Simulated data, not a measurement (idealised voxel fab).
process module | voxel local oxidation
cross-section cut | 265 nm wide | cells 5 nm
A cross-section is a grid of square cells, given in bands from the top down. A band is one or more rows of cells.
Each band's line starts with the height of the band's top and of its bottom, in nm. Then come its materials from left to right, each with its width in nm. One material with "throughout" fills the band from edge to edge. "air" is empty space.
Height 0 is the level under which the wafer as received is all one material. The lowest band goes on downwards, as in "0 down".
A width such as "30 to 40" changes by the same amount from each row of cells to the next, from the band's top row to its bottom row.
"no change" after a step means that no cell of the cross-section changed.
closed voids: empty space of 8 cells or more with no open way to the top, each as width x height at its distance from the left edge, in nm
after a step's settings: what the simulator itself notes on the step
overlay nm, on a step with a mask: how far to the right of its planned place the mask lay; to the left if negative
plan
1 op RECEIVE | material Si
2 op CONFORMAL_DEP | material SiO2 | thk nm 5
3 op CONFORMAL_DEP | material SiN | thk nm 15
4 op MASKED_ETCH | tone cover | mask id ACTIVE | width nm 95 | pitch nm 120 | etch materials SiN | depth nm 15 | overlay nm 0
5 op SELECTIVE_ETCH | etch materials SiO2 | depth nm 5
6 op OXIDIZE | depth nm 10
7 op STRIP | etch materials SiN
first wafer, as planned
as received, after step 1
  0 down: Si throughout
  closed voids: none
after step 2
  5 to 0: SiO2 throughout
  below 0: unchanged
after step 3
  20 to 5: SiN throughout
  below 5: unchanged
after step 4
  20 to 5: air 25 | SiN 95 | air 25 | SiN 95 | air 25
  below 5: unchanged
after step 5
  20 to 5: air 25 | SiN 95 | air 25 | SiN 95 | air 25
  5 to 0: air 30 | SiO2 85 | air 35 | SiO2 85 | air 30
  below 0: unchanged
after step 6
  20 to 5: air 25 | SiN 95 | air 25 | SiN 95 | air 25
  5 to 0: air 30 | SiO2 85 | air 35 | SiO2 85 | air 30
  0 to -10: SiO2 40 | Si 65 | SiO2 55 | Si 65 | SiO2 40
  below -10: unchanged
after step 7
  5 to 0: air 30 | SiO2 85 | air 35 | SiO2 85 | air 30
  below 0: unchanged
second wafer: like start, like plan, one mistake. Through step 5 it matches the first wafer
when step 6 should have ended
  20 to 5: air 25 | SiN 95 | air 25 | SiN 95 | air 25
  5 to 0: air 30 | SiO2 85 | air 35 | SiO2 85 | air 30
  0 to -20: SiO2 50 | Si 45 | SiO2 75 | Si 45 | SiO2 50
  below -20: unchanged
when step 7 should have ended
  5 to 0: air 30 | SiO2 85 | air 35 | SiO2 85 | air 30
  below 0: unchanged
what went wrong: step 6 ran as: op OXIDIZE | depth nm 20
at the end the second wafer has, in cells: 86 fewer of Si | 86 more of SiO2
